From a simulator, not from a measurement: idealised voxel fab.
This section sets out a process module, namely voxel self aligned vias.
This is section cut - it's 245 nm across, gridded in 5 nm square cells.
Cross-section format: a grid of square cells, given as bands from top to bottom; each band is one or more rows of cells. It is stipulated that each band's entry specify, in nanometres, the height of the top of the band and then that of its bottom, followed by the materials of the band in left-to-right sequence, each together with its width in nanometres. A single material marked by the word "everywhere" is understood to fill the band from edge to edge; the word "blank" is understood to denote empty space. Heights are expressed relative to 0, this being the level below which the as-received wafer comprises one material exclusively. The lowest band is unbounded in the downward direction and is denoted as in "0 nm and below". With a width like "30->40", each row of cells in the band differs from the next by the same amount, the top row carrying the first number and the bottom row the second. Step marked "nothing changed"? Then no cell in the cross-section changed in it. "Cavities, closed" lists enclosed empty spaces (at least 8 cells, no open path upward to the top), each as width x height at distance from the left edge, in nm. That trailing text on a step's line, after the settings, is the simulator's own remark on the step. The setting "overlay nm" may be written on the line of a step. When the step uses a mask, the value reports how far to the right of the planned place the mask lay, and a negative value reports that it lay to the left.

THE FOLLOWING LIST GIVES THE PLANNED PROCESS STEPS
1. RECEIVE, material Si
2. CONFORMAL_DEP, material SiO2, thk nm 10
3. CONFORMAL_DEP, material SiCN, thk nm 5
4. DIRECTIONAL_DEP, material lowk, thk nm 25
5. MASKED_ETCH, tone open, mask id LINES, width nm 25, pitch nm 60, etch materials lowk, depth nm 25, overlay nm 0
6. CONFORMAL_DEP, material TiN, thk nm 5
7. FILL_DEP, material W, thk nm 5
8. CMP, height nm 40
9. SELECTIVE_ETCH, etch materials W Ru TiN, depth nm 10
10. FILL_DEP, material SiN, thk nm 5
11. CMP, height nm 40
12. DIRECTIONAL_DEP, material lowk, thk nm 20
13. PATTERN, tone open, mask id VIAS, material resist, width nm 35, pitch nm 60, thk nm 20, overlay nm 0
14. DIRECTIONAL_ETCH, etch materials lowk, depth nm 20
15. DIRECTIONAL_ETCH, etch materials SiN, depth nm 10
16. STRIP, etch materials resist
17. CONFORMAL_DEP, material TiN, thk nm 5
18. FILL_DEP, material Ru, thk nm 5
19. CMP, height nm 60
20. CONFORMAL_DEP, material SiN, thk nm 5
For this document, wafers share an identical start and vary in the step 13 width nm; the plan quotes the first wafer's value.

THE FIRST OF SEVERAL WAFERS AS RECEIVED, SHOWN IN CROSS-SECTION; THIS IS ITS STATE AFTER STEP 1
* 0 nm and below: Si everywhere
* Cavities, closed: none

EVERY ROW IN THIS TABLE IS A WAFER AT THE END OF THE MODULE, AND IT GIVES, FOR EACH OF THE MATERIALS, THE CELLS THAT WAFER HAS GAINED (+) OR LOST (-) SINCE IT WAS RECEIVED, THEN ITS CLOSED VOIDS
width nm 35, +42 Ru, +49 SiCN, +49 SiN, +98 SiO2, +52 TiN, +12 W, +335 lowk, Cavities, closed: none
width nm 40, +48 Ru, +49 SiCN, +49 SiN, +98 SiO2, +54 TiN, +12 W, +327 lowk, Cavities, closed: none
width nm 45, +54 Ru, +49 SiCN, +49 SiN, +98 SiO2, +56 TiN, +12 W, +319 lowk, Cavities, closed: none
